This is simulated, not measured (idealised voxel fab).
voxel self aligned vias: a process module
Cross-section cut spans 165 nm and uses square cells 5 nm in size.
Format of a cross-section: grid, square cells. Given as bands. Order: top down. Band: one or more rows of cells. Heights first: top, then bottom, in nm. Then materials, left to right, each with a width in nm. "edge to edge" on a single material: fills the band edge to edge. "blank": empty space. All heights in this document are referenced to 0, defined as the level beneath which the wafer, as received, consists entirely of one material. The lowest band is not bounded below; it extends indefinitely downward and is written in the form "0 nm and below". Width spec "30->40" -> top row of cells at first value, bottom row at second value, equal per-row change in between. Reading "nothing was modified" for a step: not a cell of the cross-section changed in it. You'll see "Closed cavity list" listing empty spaces that have no way open to the top, as long as they're 8 cells or more; the notation is width x height at distance, where the distance is from the left edge, and all of it is in nm. What comes after the settings on a step's line is commentary from the simulator itself on that step. Among the settings permitted on a step's line is "overlay nm"; applied to a step with a mask, it specifies the extent to which the mask lay to the right of its planned position, whereas a negative figure signifies a position to the left.

## Here's what the planned process steps look like
1: RECEIVE (material Si)
2: CONFORMAL_DEP (material SiO2; thk nm 15)
3: CONFORMAL_DEP (material SiCN; thk nm 5)
4: DIRECTIONAL_DEP (material lowk; thk nm 20)
5: PATTERN (tone open; mask id LINES; material resist; width nm 20; pitch nm 60; thk nm 15; overlay nm 0)
6: DIRECTIONAL_ETCH (etch materials lowk; depth nm 20)
7: STRIP (etch materials resist)
8: CONFORMAL_DEP (material TiN; thk nm 5)
9: FILL_DEP (material Ru; thk nm 10)
10: CMP (height nm 40)
11: SELECTIVE_ETCH (etch materials W Ru TiN; depth nm 5)
12: FILL_DEP (material SiN; thk nm 10)
13: CMP (height nm 40)
14: DIRECTIONAL_DEP (material lowk; thk nm 20)
15: MASKED_ETCH (tone open; mask id VIAS; width nm 40; etch materials lowk; depth nm 20; overlay nm 0)
16: MASKED_ETCH (tone open; mask id VIAS; width nm 40; etch materials SiN; depth nm 5; overlay nm 0)
17: CONFORMAL_DEP (material TiN; thk nm 5)
18: FILL_DEP (material W; thk nm 10)
19: CMP (height nm 60)
20: CONFORMAL_DEP (material SiCN; thk nm 5)

## as received, after step 1
0 nm and below: Si edge to edge
Closed cavity list: none

## Run as planned - first of the two wafers cross-sectioned at the end of the module
65 nm to 60 nm: SiCN edge to edge
60 nm to 45 nm: 30 lowk | 5 TiN | 30 W | 5 TiN | 95 lowk
45 nm to 40 nm: 30 lowk | 15 TiN | 10 W | 15 TiN | 95 lowk
40 nm to 35 nm: 40 lowk | 20 TiN | 40 lowk | 20 SiN | 45 lowk
35 nm to 25 nm: 40 lowk | 5 TiN | 10 Ru | 5 TiN | 40 lowk | 5 TiN | 10 Ru | 5 TiN | 45 lowk
25 nm to 20 nm: 40 lowk | 20 TiN | 40 lowk | 20 TiN | 45 lowk
20 nm to 15 nm: SiCN edge to edge
15 nm to 0 nm: SiO2 edge to edge
0 nm and below: Si edge to edge
Closed cavity list: none

## What the second wafer looks like in cross-section once the module is done. Its start and its plan matched the first wafer's exactly; what differed was one mistake in how it was run
65 nm to 60 nm: SiCN edge to edge
60 nm to 40 nm: 30 lowk | 5 TiN | 30 W | 5 TiN | 95 lowk
40 nm to 35 nm: 30 SiN | 40 TiN | 95 SiN
35 nm to 30 nm: Ru edge to edge
30 nm to 25 nm: 45 TiN | 10 Ru | 50 TiN | 10 Ru | 50 TiN
25 nm to 10 nm: 40 lowk | 5 TiN | 10 Ru | 5 TiN | 40 lowk | 5 TiN | 10 Ru | 5 TiN | 45 lowk
10 nm to 5 nm: 40 lowk | 20 TiN | 40 lowk | 20 TiN | 45 lowk
5 nm to 0 nm: SiCN edge to edge
0 nm and below: Si edge to edge
Closed cavity list: none
Diagnosis: the plan's step 2 was left out and never carried out
Final wafer comparison in cells, second versus first, more or fewer per material: Ru: 41 more, SiN: 21 more, SiO2: 99 fewer, TiN: 33 more, W: 4 more
